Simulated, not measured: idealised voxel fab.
Process module heading - voxel trench capacitor
In the cross-section labelled cut, the width is 285 nm and each square cell is 5 nm.
Cross-section, as written here: a square-cell grid given band by band from the top down, where a band holds one or more rows of cells.
This entry defines a band. It first specifies the height of the band's top and the height of its bottom in nm, and then specifies the band's materials from left to right, stating each material with its width in nm. The word "full width" identifies a single material that fills the band from edge to edge, while the word "air" identifies empty space.
Height is counted from the level 0, under which the received wafer is composed throughout of one material. The lowest of the bands is not closed at the bottom but continues downward, in the notation "0 and below".
Width "30->40": first value at the band's top row of cells, second value at its bottom row, equal change from row to row.
Reading "everything unchanged" for a step: not a cell of the cross-section changed in it.
The list in "Closed void catalog" covers empty spaces of 8 cells or more that cannot reach the top through any open way, and it gives each as width x height at distance; the distance is from the left edge, and width, height and distance are in nm.
Post-settings text on a step line: simulator's own remark regarding the step.
Among the settings permitted on a step's line is "overlay nm"; applied to a step with a mask, it specifies the extent to which the mask lay to the right of its planned position, whereas a negative figure signifies a position to the left.

# Set out below are the planned steps of the process
1: RECEIVE with material Si
2: CONFORMAL_DEP with material SiN, thk nm 5
3: MASKED_ETCH with tone open, mask id TRENCH, width nm 30, pitch nm 50, etch materials SiN, depth nm 5, overlay nm 0
4: MASKED_ETCH with tone open, mask id TRENCH, width nm 30, pitch nm 50, etch materials Si, depth nm 25, overlay nm 0
5: CONFORMAL_DEP with material HfO2, thk nm 5
6: CONFORMAL_DEP with material TiN, thk nm 5
7: FILL_DEP with material W, thk nm 5
8: CMP with height nm 5

# as received, after step 1
> 0 and below  Si full width
> Closed void catalog: none

# Post-module cross-section of the first of two wafers (run per plan)
> 5 down to 0  SiN 100 nm, HfO2 5 nm, TiN 5 nm, W 10 nm, TiN 5 nm, HfO2 5 nm, SiN 20 nm, HfO2 5 nm, TiN 5 nm, W 10 nm, TiN 5 nm, HfO2 5 nm, SiN 105 nm
> 0 down to -15  Si 100 nm, HfO2 5 nm, TiN 5 nm, W 10 nm, TiN 5 nm, HfO2 5 nm, Si 20 nm, HfO2 5 nm, TiN 5 nm, W 10 nm, TiN 5 nm, HfO2 5 nm, Si 105 nm
> -15 down to -20  Si 100 nm, HfO2 5 nm, TiN 20 nm, HfO2 5 nm, Si 20 nm, HfO2 5 nm, TiN 20 nm, HfO2 5 nm, Si 105 nm
> -20 down to -25  Si 100 nm, HfO2 30 nm, Si 20 nm, HfO2 30 nm, Si 105 nm
> -25 and below  Si full width
> Closed void catalog: none

# Here's the second of our two wafers sectioned at module end. Same start as the first, same plan, but one mistake got made running it
> 5 down to 0  SiN 100 nm, HfO2 30 nm, SiN 20 nm, HfO2 30 nm, SiN 105 nm
> 0 down to -25  Si 100 nm, HfO2 30 nm, Si 20 nm, HfO2 30 nm, Si 105 nm
> -25 and below  Si full width
> Closed void catalog: none
Diagnosis: step 5 did not happen as planned, as run it was CONFORMAL_DEP with material HfO2, thk nm 15
Wrapping up, a cell-based count of both wafers puts the second over or under the first for these materials: +40 HfO2, -24 TiN, -16 W
